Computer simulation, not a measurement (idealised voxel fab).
Module name: voxel self aligned contacts (process module)
FYI the section here is cut, 165 nm wide, cells are 5 nm squares.
Cross-section format: a grid of square cells, given as bands from top to bottom; each band is one or more rows of cells. The entry gives the band's vertical extent as a top height and a bottom height in nm, then its horizontal make-up as materials from left to right, each with a width in nm. "blank" stands for empty space; a single material marked "throughout" fills the band edge to edge. Convention: height 0 is the level below which the wafer, as received, is all one material. The lowest band does not terminate at the bottom but continues downward, represented as "from 0 down". It should be noted that a width expressed as "30 to 40" varies in equal increments from row to row of cells within the band, taking the value of the first number at the top row and that of the second number at the bottom row. Where a step carries "nothing altered", the cross-section came out of it unchanged, cell for cell. Empty spaces counting at least 8 cells and having no open way to the top are listed in "Catalogued sealed voids". The notation width x height at distance is used for each, the distance being from the left edge and all three values in nm. Where a step's line continues beyond its settings, the continuation is a remark by the simulator itself on that step. If you see "overlay nm" on a step's line and that step has a mask, it's telling you how far right of where it was planned the mask ended up; a negative number means it went left instead.
The process steps that were planned are listed below
1,RECEIVE, material Si
2,OXIDIZE, depth nm 5
3,DIRECTIONAL_DEP, material polySi, thk nm 30
4,DIRECTIONAL_DEP, material SiN, thk nm 20
5,DIRECTIONAL_DEP, material aC, thk nm 15
6,PATTERN, tone cover, mask id GATE, material resist, width nm 35, pitch nm 70, thk nm 30, overlay nm 0
7,DIRECTIONAL_ETCH, etch materials aC, depth nm 15
8,STRIP, etch materials resist
9,DIRECTIONAL_ETCH, etch materials SiN, depth nm 20
10,DIRECTIONAL_ETCH, etch materials polySi, depth nm 30
11,STRIP, etch materials aC
12,CONFORMAL_DEP, material SiN, thk nm 10
13,DIRECTIONAL_ETCH, etch materials SiN, depth nm 10
14,FILL_DEP, material SiO2, thk nm 15
15,CMP, height nm 60
16,DIRECTIONAL_DEP, material aC, thk nm 15
17,PATTERN, tone open, mask id CONTACT, material resist, width nm 45, thk nm 30, overlay nm 0
18,DIRECTIONAL_ETCH, etch materials aC, depth nm 15
19,STRIP, etch materials resist
20,DIRECTIONAL_ETCH, etch materials SiO2, depth nm 65
21,STRIP, etch materials aC
22,CONFORMAL_DEP, material TiN, thk nm 5
23,FILL_DEP, material Ru, thk nm 10
24,CMP, height nm 60
25,CONFORMAL_DEP, material SiCN, thk nm 5
Incoming wafer, cross-sectional view, post step 1
* from 0 down: Si throughout
* Catalogued sealed voids: none
Sectioned view, first of two wafers, at the close of the module, processed as intended in the plan
* from 65 to 60: SiCN throughout
* from 60 to 50: SiO2=60, then TiN=5 to 20, then Ru=35 to 5, then TiN=5 to 20, then SiO2=60
* from 50 to 30: SiO2=20, then SiN=55, then TiN=5, then Ru=5, then TiN=5, then SiN=55, then SiO2=20
* from 30 to 0: SiO2=20, then SiN=10, then polySi=35, then SiN=10, then TiN=5, then Ru=5, then TiN=5, then SiN=10, then polySi=35, then SiN=10, then SiO2=20
* from 0 to -5: SiO2=75, then TiN=15, then SiO2=75
* from -5 down: Si throughout
* Catalogued sealed voids: none
Here's the second of our two wafers sectioned at module end. Same start as the first, same plan, but one mistake got made running it
* from 65 to 60: SiCN throughout
* from 60 to 35: SiO2=20, then SiN=10, then polySi=35, then SiN=10, then TiN=5, then Ru=5, then TiN=5, then SiN=10, then polySi=35, then SiN=10, then SiO2=20
* from 35 to 30: SiO2=20, then SiN=10, then polySi=35, then SiN=10, then TiN=15, then SiN=10, then polySi=35, then SiN=10, then SiO2=20
* from 30 to 0: polySi throughout
* from 0 to -5: SiO2 throughout
* from -5 down: Si throughout
* Catalogued sealed voids: none
Want to know what went wrong? step 3 of the plan was performed twice
at the end the second wafer has, in cells: Ru: 13 fewer, SiN: 88 fewer, SiO2: 77 fewer, TiN: 20 fewer, polySi: 198 more
